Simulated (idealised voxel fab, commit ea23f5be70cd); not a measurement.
The name of this process module is voxel self aligned vias.
Square cells of 5 nm make up the cross-section cut, whose width is 285 nm.
In this document a cross-section is written as a grid of square cells. It is given as a series of bands, listed from the top down, and a band is one or more rows of cells.
Per band: top height and bottom height in nm, followed by the left-to-right materials and their widths in nm; "edge to edge" marks a single material spanning edge to edge, "blank" marks empty space.
The reference from which all heights are counted is 0, the level beneath which the as-received wafer is entirely one material; the lowest band, having no lower bound, proceeds downward and is written after the example "from 0 down".
It should be noted that a width expressed as "30..40" varies in equal increments from row to row of cells within the band, taking the value of the first number at the top row and that of the second number at the bottom row.
Key: "nothing got changed" - step with no changed cell in the cross-section.
The list in "Closed void roster" covers empty spaces of 8 cells or more that cannot reach the top through any open way, and it gives each as width x height at distance; the distance is from the left edge, and width, height and distance are in nm.
Step line, after settings: the simulator's comment on this step.
overlay nm: how far to the right of its planned place the mask lay on this masked step (negative: to the left).
Intended process steps:
| 1 | RECEIVE,material Si |
| 2 | CONFORMAL_DEP,material SiO2,thk nm 15 |
| 3 | CONFORMAL_DEP,material SiCN,thk nm 5 |
| 4 | DIRECTIONAL_DEP,material SiO2,thk nm 25 |
| 5 | DIRECTIONAL_DEP,material aC,thk nm 10 |
| 6 | PATTERN,tone open,mask id LINES,material resist,width nm 20,pitch nm 55,thk nm 30,overlay nm 0 |
| 7 | DIRECTIONAL_ETCH,etch materials aC,depth nm 10 |
| 8 | STRIP,etch materials resist |
| 9 | DIRECTIONAL_ETCH,etch materials SiO2,depth nm 25 |
| 10 | STRIP,etch materials aC |
| 11 | CONFORMAL_DEP,material TiN,thk nm 5 |
| 12 | FILL_DEP,material Ru,thk nm 5 |
| 13 | CMP,height nm 45 |
| 14 | SELECTIVE_ETCH,etch materials W Ru TiN,depth nm 10 |
| 15 | FILL_DEP,material SiN,thk nm 10 |
| 16 | CMP,height nm 45 |
| 17 | DIRECTIONAL_DEP,material SiO2,thk nm 20 |
| 18 | PATTERN,tone open,mask id VIAS,material resist,width nm 20,pitch nm 55,thk nm 15,overlay nm 0 |
| 19 | DIRECTIONAL_ETCH,etch materials SiO2,depth nm 20 |
| 20 | DIRECTIONAL_ETCH,etch materials SiN,depth nm 10 |
| 21 | STRIP,etch materials resist |
| 22 | CONFORMAL_DEP,material TiN,thk nm 5 |
| 23 | FILL_DEP,material W,thk nm 10 |
| 24 | CMP,height nm 65 |
| 25 | CONFORMAL_DEP,material SiN,thk nm 5 |
The wafers are alike at the start. At step 18, their width nm differs. The plan lists the first wafer's value.
As-received cross-section, first of several wafers, post step 1:
- from 0 down = Si edge to edge
- Closed void roster: none
First of several wafers in cross-section at module end, following the final step, step 25:
- from 70 to 65 = SiN edge to edge
- from 65 to 40 = SiO2=75; TiN=5; W=10; TiN=5; SiO2=35; TiN=5; W=10; TiN=5; SiO2=35; TiN=5; W=10; TiN=5; SiO2=80
- from 40 to 35 = SiO2=75; TiN=20; SiO2=35; TiN=20; SiO2=35; TiN=20; SiO2=80
- from 35 to 25 = SiO2=75; TiN=5; Ru=10; TiN=5; SiO2=35; TiN=5; Ru=10; TiN=5; SiO2=35; TiN=5; Ru=10; TiN=5; SiO2=80
- from 25 to 20 = SiO2=75; TiN=20; SiO2=35; TiN=20; SiO2=35; TiN=20; SiO2=80
- from 20 to 15 = SiCN edge to edge
- from 15 to 0 = SiO2 edge to edge
- from 0 down = Si edge to edge
- Closed void roster: none
Cross-section of the final wafer among several, taken at the end of the module:
- from 70 to 65 = SiN edge to edge
- from 65 to 50 = SiO2=65; TiN=5; W=30; TiN=5; SiO2=15; TiN=5; W=30; TiN=5; SiO2=15; TiN=5; W=30; TiN=5; SiO2=70
- from 50 to 40 = SiO2=65..75; TiN=15..5; W=10; TiN=15..5; SiO2=15..35; TiN=15..5; W=10; TiN=15..5; SiO2=15..35; TiN=15..5; W=10; TiN=15..5; SiO2=70..80
- from 40 to 35 = SiO2=75; TiN=20; SiO2=35; TiN=20; SiO2=35; TiN=20; SiO2=80
- from 35 to 25 = SiO2=75; TiN=5; Ru=10; TiN=5; SiO2=35; TiN=5; Ru=10; TiN=5; SiO2=35; TiN=5; Ru=10; TiN=5; SiO2=80
- from 25 to 20 = SiO2=75; TiN=20; SiO2=35; TiN=20; SiO2=35; TiN=20; SiO2=80
- from 20 to 15 = SiCN edge to edge
- from 15 to 0 = SiO2 edge to edge
- from 0 down = Si edge to edge
- Closed void roster: none
Table: wafers, a row each; end-of-module cell change per material since receipt, gain (+), loss (-); then closed voids:
width nm 20, +12 Ru, +57 SiCN, +57 SiN, +576 SiO2, +66 TiN, +30 W, Closed void roster: none
width nm 25, +12 Ru, +57 SiCN, +57 SiN, +564 SiO2, +69 TiN, +39 W, Closed void roster: none
width nm 30, +12 Ru, +57 SiCN, +57 SiN, +552 SiO2, +72 TiN, +48 W, Closed void roster: none
width nm 35, +12 Ru, +57 SiCN, +57 SiN, +540 SiO2, +75 TiN, +57 W, Closed void roster: none
width nm 40, +12 Ru, +57 SiCN, +57 SiN, +528 SiO2, +78 TiN, +66 W, Closed void roster: none
